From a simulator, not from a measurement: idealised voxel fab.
Documented hereafter: the process module known as voxel self aligned contacts.
The cross-section on display is named cut; it measures 255 nm wide, and its cells are 5 nm squares.
In what follows, cross-sections appear as grids of square cells, described through bands that run from the top down, where every band is one or more rows of cells.
Look at the band entry: it leads with the top's height and the bottom's height in nm. Then it lists the materials left to right, with a width in nm for each. The word "everywhere" on a single material says that material fills the band edge to edge. The word "blank" is empty space.
Beneath 0, the wafer as received is one material, and that level is where height counting begins. The lowest band goes on downward without a bottom; it is written like "0 -> down".
With a width like "30..40", each row of cells in the band differs from the next by the same amount, the top row carrying the first number and the bottom row the second.
When a step is marked "all unchanged", none of the cells in the cross-section changed during that step.
Closed empty spaces (no open way to the top) of 8 cells or more are what "Voids, enclosed" lists, each as width x height at distance from the left edge, nm for all three.
Past the settings on a step's line: simulator remark, on that step.
overlay nm: mask right of planned place by this much (step with mask). Neg. = left.
## This section lists the process steps that were planned
1 RECEIVE,material Si
2 CONFORMAL_DEP,material SiO2,thk nm 5
3 DIRECTIONAL_DEP,material polySi,thk nm 25
4 DIRECTIONAL_DEP,material SiN,thk nm 25
5 PATTERN,tone cover,mask id GATE,material resist,width nm 35,pitch nm 75,thk nm 15,overlay nm 0
6 DIRECTIONAL_ETCH,etch materials SiN,depth nm 25
7 DIRECTIONAL_ETCH,etch materials polySi,depth nm 25
8 STRIP,etch materials resist
9 CONFORMAL_DEP,material SiN,thk nm 10
10 DIRECTIONAL_ETCH,etch materials SiN,depth nm 10
11 FILL_DEP,material SiO2,thk nm 15
12 CMP,height nm 65
13 MASKED_ETCH,tone open,mask id CONTACT,width nm 40,pitch nm 75,etch materials SiO2,depth nm 65,overlay nm 0
14 CONFORMAL_DEP,material TiN,thk nm 5
15 FILL_DEP,material Ru,thk nm 10
16 CMP,height nm 65
17 CONFORMAL_DEP,material SiN,thk nm 5
Quick note for whoever runs this: the wafers start identical, but the width nm at step 13 isn't the same across them. The plan just shows what the first wafer had.
## Cross-section of the first of several wafers as received (after step 1)
> 0 -> down: Si everywhere
> Voids, enclosed: none
## End of module: cross-section of the first of several wafers after step 17, the last step
> 70 -> 65: SiN everywhere
> 65 -> 55: SiO2: 70, then TiN: 5..15, then Ru: 30..10, then TiN: 5..15, then SiO2: 35, then TiN: 5..15, then Ru: 30..10, then TiN: 5..15, then SiO2: 70
> 55 -> 30: SiO2: 25, then SiN: 55, then TiN: 5, then Ru: 10, then TiN: 5, then SiN: 55, then TiN: 5, then Ru: 10, then TiN: 5, then SiN: 55, then SiO2: 25
> 30 -> 5: SiO2: 25, then SiN: 10, then polySi: 35, then SiN: 10, then TiN: 5, then Ru: 10, then TiN: 5, then SiN: 10, then polySi: 35, then SiN: 10, then TiN: 5, then Ru: 10, then TiN: 5, then SiN: 10, then polySi: 35, then SiN: 10, then SiO2: 25
> 5 -> 0: SiO2: 80, then TiN: 20, then SiO2: 55, then TiN: 20, then SiO2: 80
> 0 -> down: Si everywhere
> Voids, enclosed: none
## Cross-section, last wafer, module completion
> 70 -> 65: SiN everywhere
> 65 -> 55: SiO2: 60, then TiN: 5..25, then Ru: 50..10, then TiN: 5..25, then SiO2: 15, then TiN: 5..25, then Ru: 50..10, then TiN: 5..25, then SiO2: 60
> 55 -> 30: SiO2: 25, then SiN: 55, then TiN: 5, then Ru: 10, then TiN: 5, then SiN: 55, then TiN: 5, then Ru: 10, then TiN: 5, then SiN: 55, then SiO2: 25
> 30 -> 5: SiO2: 25, then SiN: 10, then polySi: 35, then SiN: 10, then TiN: 5, then Ru: 10, then TiN: 5, then SiN: 10, then polySi: 35, then SiN: 10, then TiN: 5, then Ru: 10, then TiN: 5, then SiN: 10, then polySi: 35, then SiN: 10, then SiO2: 25
> 5 -> 0: SiO2: 80, then TiN: 20, then SiO2: 55, then TiN: 20, then SiO2: 80
> 0 -> down: Si everywhere
> Voids, enclosed: none
## Row per wafer, end-of-module: cell gain (+)/loss (-) by material since the wafer came in, then closed voids
width nm 40; +56 Ru; +276 SiN; +213 SiO2; +64 TiN; +105 polySi; Voids, enclosed: none
width nm 45; +58 Ru; +276 SiN; +209 SiO2; +66 TiN; +105 polySi; Voids, enclosed: none
width nm 50; +60 Ru; +276 SiN; +205 SiO2; +68 TiN; +105 polySi; Voids, enclosed: none
width nm 55; +62 Ru; +276 SiN; +201 SiO2; +70 TiN; +105 polySi; Voids, enclosed: none
width nm 60; +64 Ru; +276 SiN; +197 SiO2; +72 TiN; +105 polySi; Voids, enclosed: none
